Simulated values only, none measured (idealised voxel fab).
The following is a process module called voxel self aligned contacts.
The cross-section on display is named cut; it measures 275 nm wide, and its cells are 5 nm squares.
A cross-section is a grid of square cells, given in bands from the top down. A band is one or more rows of cells.
In this notation a band is specified by the heights of its top and bottom, in that order and in nm, after which its materials appear from left to right, each paired with its width in nm. The word "edge to edge" attached to a single material means that material fills the band from edge to edge; the word "empty" stands for empty space.
Measure heights from 0. That's the level where, below it, the as-received wafer is all one material. The lowest band is bottomless and extends downward; write it as in "top 0, no bottom".
You'd read "30->40" like this: the band's top row of cells is as wide as the first number, its bottom row is as wide as the second, and going down, every row changes width by the same amount as the row before did.
No cell of the cross-section changed in a step that is given as "no alterations made".
What "Closed void roster" gives you is every empty space of 8 cells or more that is cut off from the top. Each appears as width x height at distance, with the distance taken from the left edge and width, height and distance all in nm.
It should be noted that, on the line of a given step, the content following the step's settings is a remark produced by the simulator itself with respect to that step.
overlay nm: right-of-plan distance of the mask on a masked step; negative values mean left-of-plan.
**The steps planned for the process are as follows**
1) op RECEIVE | material Si
2) op OXIDIZE | depth nm 5
3) op DIRECTIONAL_DEP | material polySi | thk nm 30
4) op DIRECTIONAL_DEP | material SiN | thk nm 20
5) op PATTERN | tone cover | mask id GATE | material resist | width nm 35 | pitch nm 65 | thk nm 20 | overlay nm 0
6) op DIRECTIONAL_ETCH | etch materials SiN | depth nm 20
7) op DIRECTIONAL_ETCH | etch materials polySi | depth nm 30
8) op STRIP | etch materials resist
9) op CONFORMAL_DEP | material SiN | thk nm 5
10) op DIRECTIONAL_ETCH | etch materials SiN | depth nm 5
11) op FILL_DEP | material SiO2 | thk nm 10
12) op CMP | height nm 55
13) op PATTERN | tone open | mask id CONTACT | material resist | width nm 40 | pitch nm 65 | thk nm 15 | overlay nm -15
14) op DIRECTIONAL_ETCH | etch materials SiO2 | depth nm 60
15) op STRIP | etch materials resist
16) op CONFORMAL_DEP | material TiN | thk nm 5
17) op FILL_DEP | material W | thk nm 5
18) op CMP | height nm 55
19) op CONFORMAL_DEP | material SiCN | thk nm 5
For clarity, it should be stated that the wafers under discussion commence in an identical condition and differ with respect to the overlay nm of step 13, the plan indicating the value that the first wafer had.
**Here's the first of the wafers in cross-section, just as we got it, i.e. after step 1**
    top 0, no bottom | Si edge to edge
    Closed void roster: none
**The following table contains a row per wafer, in which are reported, at the conclusion of the module, the cells of each material gained (+) or lost (-) since the wafer's receipt, with its closed voids given thereafter**
overlay nm -15, -55 Si, +55 SiCN, +144 SiN, +308 SiO2, +60 TiN, +22 W, +126 polySi, Closed void roster: none
overlay nm -10, -55 Si, +55 SiCN, +144 SiN, +286 SiO2, +60 TiN, +44 W, +126 polySi, Closed void roster: none
overlay nm -5, -55 Si, +55 SiCN, +144 SiN, +286 SiO2, +60 TiN, +44 W, +126 polySi, Closed void roster: none
overlay nm 0, -55 Si, +55 SiCN, +144 SiN, +286 SiO2, +60 TiN, +44 W, +126 polySi, Closed void roster: none
overlay nm 5, -55 Si, +55 SiCN, +144 SiN, +286 SiO2, +60 TiN, +44 W, +126 polySi, Closed void roster: none
overlay nm 10, -55 Si, +55 SiCN, +144 SiN, +286 SiO2, +60 TiN, +44 W, +126 polySi, Closed void roster: none
overlay nm 15, -55 Si, +55 SiCN, +144 SiN, +308 SiO2, +60 TiN, +22 W, +126 polySi, Closed void roster: none
